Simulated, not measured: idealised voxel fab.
Presented below is a process module, voxel transistor to metal.
Square cells of 5 nm make up the cross-section cut, whose width is 190 nm.
The cross-sections in this document take the form of a grid made of square cells. They are written out as bands, in order from top to bottom. Each band consists of one or more rows of cells.
Top, bottom (nm), then materials left to right with widths (nm); lone material tagged "all across" fills the whole band edge to edge; "air" = empty space.
Note: height 0 marks the level under which the wafer is uniformly one material as received. Lowest band unbounded below, written "0 nm and below".
Graded width ("30->40"): value in top row of band = first number; value in bottom row = second number; row-to-row change constant.
"no change occurred" for a step: no cell of the cross-section changed in that step.
"Voids, sealed" enumerates empty spaces isolated from the top, with no open way to it, that contain at least 8 cells, giving each as width x height at distance from the left edge, all three in nm.
Text after the settings on a step's line: the simulator's own remark on that step.
When a step includes a mask, the "overlay nm" setting on its line states how far to the right of its planned place that mask lay, and negative values state how far to the left.

PROCESS STEPS FORESEEN IN THE PLAN
1) RECEIVE | material Si
2) OXIDIZE | depth nm 5
3) CONFORMAL_DEP | material SiN | thk nm 15
4) MASKED_ETCH | tone cover | mask id ACTIVE | width nm 135 | etch materials SiN | depth nm 15 | overlay nm 0
5) MASKED_ETCH | tone cover | mask id ACTIVE | width nm 135 | etch materials SiO2 | depth nm 5 | overlay nm 0
6) MASKED_ETCH | tone cover | mask id ACTIVE | width nm 135 | etch materials Si | depth nm 20 | overlay nm 0
7) FILL_DEP | material SiO2 | thk nm 10
8) CMP | height nm 15
9) SELECTIVE_ETCH | etch materials SiO2 | depth nm 5
10) STRIP | etch materials SiN
11) SELECTIVE_ETCH | etch materials SiO2 | depth nm 5
12) OXIDIZE | depth nm 5
13) DIRECTIONAL_DEP | material polySi | thk nm 30
14) DIRECTIONAL_DEP | material SiCN | thk nm 10
15) DIRECTIONAL_DEP | material aC | thk nm 15
16) PATTERN | tone cover | mask id GATE | material resist | width nm 35 | thk nm 30 | overlay nm 0
17) DIRECTIONAL_ETCH | etch materials aC | depth nm 15
18) STRIP | etch materials resist
19) DIRECTIONAL_ETCH | etch materials SiCN | depth nm 20
20) DIRECTIONAL_ETCH | etch materials polySi | depth nm 40
21) STRIP | etch materials aC
22) CONFORMAL_DEP | material SiN | thk nm 5
23) DIRECTIONAL_ETCH | etch materials SiN | depth nm 5
24) DIRECTIONAL_ETCH | etch materials SiO2 | depth nm 5
25) DIRECTIONAL_ETCH | etch materials Si | depth nm 5
26) EPI | material nSi | thk nm 5
27) FILL_DEP | material SiO2 | thk nm 10
28) CMP | height nm 25
29) STRIP | etch materials polySi
30) SELECTIVE_ETCH | etch materials SiO2 | depth nm 5
31) CONFORMAL_DEP | material HfO2 | thk nm 5
32) CONFORMAL_DEP | material TiN | thk nm 5
33) FILL_DEP | material W | thk nm 10
34) CMP | height nm 20
35) DIRECTIONAL_DEP | material SiO2 | thk nm 15
36) MASKED_ETCH | tone open | mask id CONTACT | width nm 20 | pitch nm 95 | etch materials SiO2 | depth nm 45 | overlay nm 0
37) CONFORMAL_DEP | material TiN | thk nm 5
38) FILL_DEP | material W | thk nm 5
39) CMP | height nm 35
40) DIRECTIONAL_DEP | material TiN | thk nm 5
41) DIRECTIONAL_DEP | material W | thk nm 20
42) MASKED_ETCH | tone cover | mask id METAL_1 | width nm 20 | pitch nm 95 | etch materials W | depth nm 20 | overlay nm 0
43) MASKED_ETCH | tone cover | mask id METAL_1 | width nm 20 | pitch nm 95 | etch materials TiN | depth nm 5 | overlay nm 0
44) FILL_DEP | material lowk | thk nm 10
45) CMP | height nm 60
46) CONFORMAL_DEP | material SiCN | thk nm 5

THIS IS THE CROSS-SECTION OF THE WAFER AS WE RECEIVED IT, I.E. AFTER STEP 1
- 0 nm and below: Si all across
- Voids, sealed: none

WAFER CROSS-SECTION AT END OF MODULE: START AND PLAN AS SHOWN ABOVE, ONE EXECUTION ERROR
- 65 nm to 60 nm: SiCN all across
- 60 nm to 40 nm: lowk=35 / W=20 / lowk=75 / W=20 / lowk=40
- 40 nm to 35 nm: lowk=35 / TiN=20 / lowk=75 / TiN=20 / lowk=40
- 35 nm to 30 nm: W=60 / TiN=25 / W=15 / TiN=25 / W=65
- 30 nm to 25 nm: TiN=65 / HfO2=15 / TiN=5 / W=15 / TiN=5 / HfO2=15 / TiN=70
- 25 nm to 20 nm: HfO2=70 / SiN=5 / HfO2=5 / TiN=5 / W=15 / TiN=5 / HfO2=5 / SiN=5 / HfO2=75
- 20 nm to 5 nm: SiO2=70 / SiN=5 / HfO2=5 / TiN=5 / W=15 / TiN=5 / HfO2=5 / SiN=5 / SiO2=75
- 5 nm to 0 nm: SiO2=20 / SiN=5 / SiO2=45 / SiN=5 / HfO2=5 / TiN=5 / W=15 / TiN=5 / HfO2=5 / SiN=5 / SiO2=45 / SiN=5 / SiO2=25
- 0 nm to -5 nm: SiO2=20 / SiN=5 / SiO2=45 / SiN=5 / HfO2=5 / TiN=25 / HfO2=5 / SiN=5 / SiO2=45 / SiN=5 / SiO2=25
- -5 nm to -10 nm: SiO2=65 / nSi=5 / HfO2=45 / nSi=5 / SiO2=70
- -10 nm to -15 nm: SiO2=25 / nSi=45 / Si=45 / nSi=45 / SiO2=30
- -15 nm to -25 nm: SiO2=25 / Si=135 / SiO2=30
- -25 nm and below: Si all across
- Voids, sealed: none
Where did the run depart from the plan? step 34 of the plan did not run at all; it was left out
